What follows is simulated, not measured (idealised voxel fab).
The process module presented herein is designated voxel self aligned vias.
Square cells of 5 nm make up the cross-section cut, whose width is 275 nm.
When this document writes out a cross-section, it uses a grid of square cells and lists it as bands, beginning at the top and moving down, with a band standing for one or more rows of cells. Heights first: top, then bottom, in nm. Then materials, left to right, each with a width in nm. "throughout" on a single material: fills the band edge to edge. "blank": empty space. Heights are measured from 0, the level below which the as-received wafer is all one material; the lowest band has no bottom and continues downward, written as in "0..down". Per-row width for "30 to 40": begins at first number (top row of band), ends at second number (bottom row), increment between rows held constant. Where the words "nothing different" appear for a step, the cross-section shows no cell changed by that step; every cell remained as before. The list in "Sealed-off cavities" covers empty spaces of 8 cells or more that cannot reach the top through any open way, and it gives each as width x height at distance; the distance is from the left edge, and width, height and distance are in nm. Post-settings text on a step line: simulator's own remark regarding the step. "overlay nm", when on a step's line for a step with a mask, measures how far to the right of its planned place the mask lay; a negative measure means to the left. From here on the document is pairs. In a pair, the cross-section before one process step comes with the cross-section after it, and the latter goes no deeper than the lowest band that changed. What lies in between, the step and its settings, is written under the pair. A pair may be from a different run of this module on the same starting wafer than the pair above it, so it continues from that pair only where its entry headed "Before processing" says so.
# Before processing
    55..45: lowk (90)  TiN (5)  Cu (25)  TiN (5)  lowk (25)  TiN (5)  Cu (25)  TiN (5)  lowk (90)
    45..35: lowk (90 to 95)  TiN (10 to 5)  Cu (20)  TiN (5)  lowk (25 to 30)  TiN (10 to 5)  Cu (20)  TiN (5)  lowk (90)
    35..30: lowk (95)  TiN (30)  lowk (30)  TiN (30)  lowk (90)
    30..25: lowk (95)  TiN (5)  Ru (20)  TiN (5)  lowk (30)  TiN (5)  Ru (20)  TiN (5)  lowk (90)
    25..20: lowk (95)  TiN (30)  lowk (30)  TiN (30)  lowk (90)
    20..15: SiCN throughout
    15..0: SiO2 throughout
    0..down: Si throughout
    Sealed-off cavities: none
# Section After Processing
    60..55: SiCN throughout
    All layers under 55 are left as they were.
    Sealed-off cavities: none
Upper to lower cross-section via CONFORMAL_DEP [material SiCN] [thk nm 5]
# Before processing
    55..40: lowk throughout
    40..30: lowk (95)  SiN (25)  lowk (35)  SiN (25)  lowk (95)
    30..25: lowk (95)  TiN (5)  Ru (15)  TiN (5)  lowk (35)  TiN (5)  Ru (15)  TiN (5)  lowk (95)
    25..20: lowk (95)  TiN (25)  lowk (35)  TiN (25)  lowk (95)
    20..15: SiCN throughout
    15..0: SiO2 throughout
    0..down: Si throughout
    Sealed-off cavities: none
# Section After Processing
    70..55: resist (80)  blank (35)  resist (25)  blank (35)  resist (100)
    All layers under 55 are left as they were.
    Sealed-off cavities: none
Upper to lower cross-section via PATTERN [tone open] [mask id VIAS] [material resist] [width nm 35] [pitch nm 60] [thk nm 15] [overlay nm -10]
Before processing: this step begins from the cross-section that the pair just above shows after its step.
# Section After Processing
    70..55: resist (80)  blank (35)  resist (25)  blank (35)  resist (100)
    55..40: lowk (80)  blank (35)  lowk (25)  blank (35)  lowk (100)
    All layers under 40 are left as they were.
    Sealed-off cavities: none
Upper to lower cross-section via DIRECTIONAL_ETCH [etch materials lowk] [depth nm 15]
Before processing: this step begins from the cross-section that the pair just above shows after its step.
# Section After Processing
    70..55: resist (80)  blank (35)  resist (25)  blank (35)  resist (100)
    55..40: lowk (80)  blank (35)  lowk (25)  blank (35)  lowk (100)
    40..30: lowk (95)  blank (20)  SiN (5)  lowk (35)  blank (20)  SiN (5)  lowk (95)
    All layers under 30 are left as they were.
    Sealed-off cavities: none
Upper to lower cross-section via DIRECTIONAL_ETCH [etch materials SiN] [depth nm 10]
Before processing: this step begins from the cross-section that the pair just above shows after its step.
# Section After Processing
    55..40: lowk (80)  blank (35)  lowk (25)  blank (35)  lowk (100)
    All layers under 40 are left as they were.
    Sealed-off cavities: none
Upper to lower cross-section via STRIP [etch materials resist]
Before processing: this step begins from the cross-section that the pair just above shows after its step.
# Section After Processing
    60..55: TiN (85)  blank (25)  TiN (35)  blank (25)  TiN (105)
    55..45: lowk (80)  TiN (5)  blank (25)  TiN (5)  lowk (25)  TiN (5)  blank (25)  TiN (5)  lowk (100)
    45..40: lowk (80)  TiN (20)  blank (10)  TiN (5)  lowk (25)  TiN (20)  blank (10)  TiN (5)  lowk (100)
    40..35: lowk (95)  TiN (5)  blank (10)  TiN (5)  SiN (5)  lowk (35)  TiN (5)  blank (10)  TiN (5)  SiN (5)  lowk (95)
    35..30: lowk (95)  TiN (20)  SiN (5)  lowk (35)  TiN (20)  SiN (5)  lowk (95)
    All layers under 30 are left as they were.
    Sealed-off cavities: none
Upper to lower cross-section via CONFORMAL_DEP [material TiN] [thk nm 5]
Before processing: this step begins from the cross-section that the pair just above shows after its step.
# Section After Processing
    70..60: Cu throughout
    60..55: TiN (85)  Cu (25)  TiN (35)  Cu (25)  TiN (105)
    55..45: lowk (80)  TiN (5)  Cu (25)  TiN (5)  lowk (25)  TiN (5)  Cu (25)  TiN (5)  lowk (100)
    45..40: lowk (80)  TiN (20)  Cu (10)  TiN (5)  lowk (25)  TiN (20)  Cu (10)  TiN (5)  lowk (100)
    40..35: lowk (95)  TiN (5)  Cu (10)  TiN (5)  SiN (5)  lowk (35)  TiN (5)  Cu (10)  TiN (5)  SiN (5)  lowk (95)
    All layers under 35 are left as they were.
    Sealed-off cavities: none
Upper to lower cross-section via FILL_DEP [material Cu] [thk nm 10]
Before processing: this step begins from the cross-section that the pair just above shows after its step.
# Section After Processing
    55..45: lowk (80)  TiN (5)  Cu (25)  TiN (5)  lowk (25)  TiN (5)  Cu (25)  TiN (5)  lowk (100)
    All layers under 45 are left as they were.
    Sealed-off cavities: none
Upper to lower cross-section via CMP [height nm 55]
Before processing: this step begins from the cross-section that the pair just above shows after its step.
# Section After Processing
    60..55: SiCN throughout
    All layers under 55 are left as they were.
    Sealed-off cavities: none
Upper to lower cross-section via CONFORMAL_DEP [material SiCN] [thk nm 5]
# Before processing
    55..45: lowk (90)  TiN (5)  Cu (25)  TiN (5)  lowk (25)  TiN (5)  Cu (25)  TiN (5)  lowk (90)
    45..35: lowk (90 to 95)  TiN (10 to 5)  Cu (15)  TiN (10 to 5)  lowk (25 to 35)  TiN (10 to 5)  Cu (15)  TiN (10 to 5)  lowk (90 to 95)
    35..30: lowk (95)  TiN (25)  lowk (35)  TiN (25)  lowk (95)
    30..25: lowk (95)  TiN (5)  Ru (15)  TiN (5)  lowk (35)  TiN (5)  Ru (15)  TiN (5)  lowk (95)
    25..20: lowk (95)  TiN (25)  lowk (35)  TiN (25)  lowk (95)
    20..15: SiCN throughout
    15..0: SiO2 throughout
    0..down: Si throughout
    Sealed-off cavities: none
# Section After Processing
    60..55: TiN throughout
    All layers under 55 are left as they were.
    Sealed-off cavities: none
Upper to lower cross-section via CONFORMAL_DEP [material TiN] [thk nm 5]
# Before processing
    40..20: lowk throughout
    20..15: SiCN throughout
    15..0: SiO2 throughout
    0..down: Si throughout
    Sealed-off cavities: none
# Section After Processing
    55..40: blank (95)  resist (25)  blank (35)  resist (25)  blank (95)
    All layers under 40 are left as they were.
    Sealed-off cavities: none
Upper to lower cross-section via PATTERN [tone cover] [mask id LINES] [material resist] [width nm 25] [pitch nm 60] [thk nm 15] [overlay nm 0]
Before processing: this step begins from the cross-section that the pair just above shows after its step.
# Section After Processing
    55..40: blank (95)  resist (25)  blank (35)  resist (25)  blank (95)
    40..20: blank (95)  lowk (25)  blank (35)  lowk (25)  blank (95)
    All layers under 20 are left as they were.
    Sealed-off cavities: none
Upper to lower cross-section via DIRECTIONAL_ETCH [etch materials lowk] [depth nm 20]
Before processing: this step begins from the cross-section that the pair just above shows after its step.
# Section After Processing
    40..20: blank (95)  lowk (25)  blank (35)  lowk (25)  blank (95)
    All layers under 20 are left as they were.
    Sealed-off cavities: none
Upper to lower cross-section via STRIP [etch materials resist]
Before processing: this step begins from the cross-section that the pair just above shows after its step.
# Section After Processing
    45..40: blank (90)  TiN (35)  blank (25)  TiN (35)  blank (90)
    40..25: blank (90)  TiN (5)  lowk (25)  TiN (5)  blank (25)  TiN (5)  lowk (25)  TiN (5)  blank (90)
    25..20: TiN (95)  lowk (25)  TiN (35)  lowk (25)  TiN (95)
    All layers under 20 are left as they were.
    Sealed-off cavities: none
Upper to lower cross-section via CONFORMAL_DEP [material TiN] [thk nm 5]
Before processing: this step begins from the cross-section that the pair just above shows after its step.
# Section After Processing
    50..45: Ru throughout
    45..40: Ru (90)  TiN (35)  Ru (25)  TiN (35)  Ru (90)
    40..25: Ru (90)  TiN (5)  lowk (25)  TiN (5)  Ru (25)  TiN (5)  lowk (25)  TiN (5)  Ru (90)
    All layers under 25 are left as they were.
    Sealed-off cavities: none
Upper to lower cross-section via FILL_DEP [material Ru] [thk nm 5]
Before processing: this step begins from the cross-section that the pair just above shows after its step.
# Section After Processing
    40..25: Ru (90)  TiN (5)  lowk (25)  TiN (5)  Ru (25)  TiN (5)  lowk (25)  TiN (5)  Ru (90)
    All layers under 25 are left as they were.
    Sealed-off cavities: none
Upper to lower cross-section via CMP [height nm 40]
Before processing: this step begins from the cross-section that the pair just above shows after its step.
# Section After Processing
    40..30: blank (95)  lowk (25)  blank (35)  lowk (25)  blank (95)
    All layers under 30 are left as they were.
    Sealed-off cavities: none
Upper to lower cross-section via SELECTIVE_ETCH [etch materials W Ru TiN] [depth nm 10]
Before processing: this step begins from the cross-section that the pair just above shows after its step.
# Section After Processing
    45..40: SiN throughout
    40..30: SiN (95)  lowk (25)  SiN (35)  lowk (25)  SiN (95)
    All layers under 30 are left as they were.
    Sealed-off cavities: none
Upper to lower cross-section via FILL_DEP [material SiN] [thk nm 5]
Before processing: this step begins from the cross-section that the pair just above shows after its step.
# Section After Processing
    40..30: SiN (95)  lowk (25)  SiN (35)  lowk (25)  SiN (95)
    All layers under 30 are left as they were.
    Sealed-off cavities: none
Upper to lower cross-section via CMP [height nm 40]
Before processing: this step begins from the cross-section that the pair just above shows after its step.
# Section After Processing
    55..40: lowk throughout
    All layers under 40 are left as they were.
    Sealed-off cavities: none
Upper to lower cross-section via DIRECTIONAL_DEP [material lowk] [thk nm 15]
Before processing: this step begins from the cross-section that the pair just above shows after its step.
# Section After Processing
    70..55: resist (90)  blank (35)  resist (25)  blank (35)  resist (90)
    All layers under 55 are left as they were.
    Sealed-off cavities: none
Upper to lower cross-section via PATTERN [tone open] [mask id VIAS] [material resist] [width nm 35] [pitch nm 60] [thk nm 15] [overlay nm 0]
Before processing: this step begins from the cross-section that the pair just above shows after its step.
# Section After Processing
    70..55: resist (90)  blank (35)  resist (25)  blank (35)  resist (90)
    55..40: lowk (90)  blank (35)  lowk (25)  blank (35)  lowk (90)
    All layers under 40 are left as they were.
    Sealed-off cavities: none
Upper to lower cross-section via DIRECTIONAL_ETCH [etch materials lowk] [depth nm 15]
Before processing: this step begins from the cross-section that the pair just above shows after its step.
# Section After Processing
    70..55: resist (90)  blank (35)  resist (25)  blank (35)  resist (90)
    55..40: lowk (90)  blank (35)  lowk (25)  blank (35)  lowk (90)
    40..30: SiN (90)  blank (5)  lowk (25)  blank (5)  SiN (25)  blank (5)  lowk (25)  blank (5)  SiN (90)
    All layers under 30 are left as they were.
    Sealed-off cavities: none
Upper to lower cross-section via DIRECTIONAL_ETCH [etch materials SiN] [depth nm 10]
Before processing: this step begins from the cross-section that the pair just above shows after its step.
# Section After Processing
    55..40: lowk (90)  blank (35)  lowk (25)  blank (35)  lowk (90)
    All layers under 40 are left as they were.
    Sealed-off cavities: none
Upper to lower cross-section via STRIP [etch materials resist]
Before processing: this step begins from the cross-section that the pair just above shows after its step.
# Section After Processing
    60..55: TiN (95)  blank (25)  TiN (35)  blank (25)  TiN (95)
    55..45: lowk (90)  TiN (5)  blank (25)  TiN (5)  lowk (25)  TiN (5)  blank (25)  TiN (5)  lowk (90)
    45..40: lowk (90)  TiN (35)  lowk (25)  TiN (35)  lowk (90)
    40..30: SiN (90)  TiN (5)  lowk (25)  TiN (5)  SiN (25)  TiN (5)  lowk (25)  TiN (5)  SiN (90)
    All layers under 30 are left as they were.
    Sealed-off cavities: none
Upper to lower cross-section via CONFORMAL_DEP [material TiN] [thk nm 5]
Before processing: this step begins from the cross-section that the pair just above shows after its step.
# Section After Processing
    70..60: Cu throughout
    60..55: TiN (95)  Cu (25)  TiN (35)  Cu (25)  TiN (95)
    55..45: lowk (90)  TiN (5)  Cu (25)  TiN (5)  lowk (25)  TiN (5)  Cu (25)  TiN (5)  lowk (90)
    All layers under 45 are left as they were.
    Sealed-off cavities: none
Upper to lower cross-section via FILL_DEP [material Cu] [thk nm 10]
Before processing: this step begins from the cross-section that the pair just above shows after its step.
# Section After Processing
    55..45: lowk (90)  TiN (5)  Cu (25)  TiN (5)  lowk (25)  TiN (5)  Cu (25)  TiN (5)  lowk (90)
    All layers under 45 are left as they were.
    Sealed-off cavities: none
Upper to lower cross-section via CMP [height nm 55]
Before processing: this step begins from the cross-section that the pair just above shows after its step.
# Section After Processing
    60..55: SiCN throughout
    All layers under 55 are left as they were.
    Sealed-off cavities: none
Upper to lower cross-section via CONFORMAL_DEP [material SiCN] [thk nm 5]
